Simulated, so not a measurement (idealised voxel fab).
Process module heading - voxel self aligned vias
Square cells of 5 nm make up the cross-section cut, whose width is 235 nm.
A cross-section in this document is a grid of square cells, and it is written down as bands, the top band listed before the ones below it; a band is made up of one or more rows of cells. Top height, bottom height, nm. Materials left to right, width each, nm. Single material + "everywhere" = fills band edge to edge. "air" = empty. Heights are reckoned from 0. Under this level, the received wafer is all of one material. The bottommost band is open-ended downward, for example "z 0 and below". Width spec "30 to 40" -> top row of cells at first value, bottom row at second value, equal per-row change in between. "identical to before" (step): cross-section cells unchanged, all of them. Basically, "Closed void entries" tells you about the enclosed voids: empty spaces with no open way to the top, 8 cells or bigger, each written width x height at distance, where distance is from the left edge, all in nm. Anything after a step's settings on that line? It's the simulator's own note about the step. "overlay nm" on a masked step: distance the mask lay right of its planned place, negative for left.
[Process steps (planned)]
1: RECEIVE: material Si
2: CONFORMAL_DEP: material SiO2, thk nm 10
3: CONFORMAL_DEP: material SiCN, thk nm 5
4: DIRECTIONAL_DEP: material lowk, thk nm 20
5: PATTERN: tone open, mask id LINES, material resist, width nm 25, pitch nm 65, thk nm 15, overlay nm 0
6: DIRECTIONAL_ETCH: etch materials lowk, depth nm 20
7: STRIP: etch materials resist
8: CONFORMAL_DEP: material TiN, thk nm 5
9: FILL_DEP: material Ru, thk nm 5
10: CMP: height nm 35
11: SELECTIVE_ETCH: etch materials W Ru TiN, depth nm 10
12: FILL_DEP: material SiN, thk nm 10
13: CMP: height nm 35
14: DIRECTIONAL_DEP: material lowk, thk nm 20
15: DIRECTIONAL_DEP: material aC, thk nm 10
16: PATTERN: tone open, mask id VIAS, material resist, width nm 35, thk nm 30, overlay nm 0
17: DIRECTIONAL_ETCH: etch materials aC, depth nm 10
18: STRIP: etch materials resist
19: DIRECTIONAL_ETCH: etch materials lowk, depth nm 20
20: DIRECTIONAL_ETCH: etch materials SiN, depth nm 10
21: STRIP: etch materials aC
22: CONFORMAL_DEP: material TiN, thk nm 5
23: FILL_DEP: material W, thk nm 10
24: CMP: height nm 55
25: CONFORMAL_DEP: material SiN, thk nm 5
[The cross-section here shows the wafer as received, i.e. in its state after step 1]
	z 0 and below  Si everywhere
	Closed void entries: none
[First of two wafers, end-of-module section, run followed plan]
	z 60 to 55  SiN everywhere
	z 55 to 40  65 nm lowk / 5 nm TiN / 25 nm W / 5 nm TiN / 135 nm lowk
	z 40 to 35  65 nm lowk / 10 nm TiN / 15 nm W / 10 nm TiN / 135 nm lowk
	z 35 to 30  70 nm lowk / 5 nm TiN / 15 nm W / 5 nm TiN / 40 nm lowk / 25 nm SiN / 75 nm lowk
	z 30 to 25  70 nm lowk / 25 nm TiN / 40 nm lowk / 25 nm SiN / 75 nm lowk
	z 25 to 20  70 nm lowk / 5 nm TiN / 15 nm Ru / 5 nm TiN / 40 nm lowk / 5 nm TiN / 15 nm Ru / 5 nm TiN / 75 nm lowk
	z 20 to 15  70 nm lowk / 25 nm TiN / 40 nm lowk / 25 nm TiN / 75 nm lowk
	z 15 to 10  SiCN everywhere
	z 10 to 0  SiO2 everywhere
	z 0 and below  Si everywhere
	Closed void entries: none
[Cross-sectional view of the second of two wafers upon completion of the module. This wafer shared its starting condition and process plan with the first; one error was made during its execution]
	z 60 to 55  SiN everywhere
	z 55 to 40  65 nm lowk / 5 nm TiN / 25 nm W / 5 nm TiN / 135 nm lowk
	z 40 to 35  65 nm lowk / 35 nm TiN / 135 nm lowk
	z 35 to 25  65 nm SiN / 5 nm TiN / 25 nm lowk / 5 nm TiN / 35 nm SiN / 25 nm lowk / 75 nm SiN
	z 25 to 20  65 nm Ru / 5 nm TiN / 25 nm lowk / 5 nm TiN / 30 nm Ru / 5 nm TiN / 25 nm lowk / 5 nm TiN / 70 nm Ru
	z 20 to 15  70 nm TiN / 25 nm lowk / 40 nm TiN / 25 nm lowk / 75 nm TiN
	z 15 to 10  SiCN everywhere
	z 10 to 0  SiO2 everywhere
	z 0 and below  Si everywhere
	Closed void entries: none
Which mistake was made when the wafer was run? step 5 did not use the planned setting and instead ran as PATTERN: tone cover, mask id LINES, material resist, width nm 25, pitch nm 65, thk nm 15, overlay nm 0
It is noted that, at the conclusion of processing, the second wafer exhibits a higher or lower cell count for certain materials relative to the first: Ru: 27 more, SiN: 60 more, TiN: 27 more, W: 6 fewer, lowk: 108 fewer
